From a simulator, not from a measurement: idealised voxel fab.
process module | voxel ribs on slabs
cross-section cut | 190 nm wide | cells 5 nm
A cross-section is a grid of square cells, given in bands from the top down. A band is one or more rows of cells.
Each band's line starts with the height of the band's top and of its bottom, in nm. Then come its materials from left to right, each with its width in nm. One material with "throughout" fills the band from edge to edge. "air" is empty space.
Height 0 is the level under which the wafer as received is all one material. The lowest band goes on downwards, as in "0 down".
A width such as "30 to 40" changes by the same amount from each row of cells to the next, from the band's top row to its bottom row.
"no change" after a step means that no cell of the cross-section changed.
closed voids: empty space of 8 cells or more with no open way to the top, each as width x height at its distance from the left edge, in nm
after a step's settings: what the simulator itself notes on the step
overlay nm, on a step with a mask: how far to the right of its planned place the mask lay; to the left if negative
plan
1 op RECEIVE | material Si
2 op DIRECTIONAL_DEP | material SiO2 | thk nm 30
3 op DIRECTIONAL_DEP | material polySi | thk nm 20
4 op PATTERN | tone cover | mask id RIB | material resist | width nm 30 | thk nm 20 | overlay nm 0
5 op DIRECTIONAL_ETCH | etch materials polySi | depth nm 15
6 op STRIP | etch materials resist
7 op PATTERN | tone cover | mask id SLAB | material resist | width nm 80 | thk nm 15 | overlay nm 0
8 op DIRECTIONAL_ETCH | etch materials polySi | depth nm 5
9 op STRIP | etch materials resist
10 op FILL_DEP | material SiO2 | thk nm 20
11 op CMP | height nm 60
12 op DIRECTIONAL_DEP | material W | thk nm 5
13 op MASKED_ETCH | tone cover | mask id HEATER | width nm 40 | etch materials W | depth nm 5 | overlay nm 0
14 op CONFORMAL_DEP | material SiO2 | thk nm 5
as received, after step 1
  0 down: Si throughout
  closed voids: none
a wafer at the end: this start, this plan, one mistake
  70 to 65: air 70 | SiO2 50 | air 70
  65 to 60: SiO2 75 | W 40 | SiO2 75
  60 to 50: SiO2 80 to 55 | polySi 30 to 80 | SiO2 80 to 55
  50 to 30: polySi throughout
  30 to 0: SiO2 throughout
  0 down: Si throughout
  closed voids: none
what went wrong: step 3 was run twice
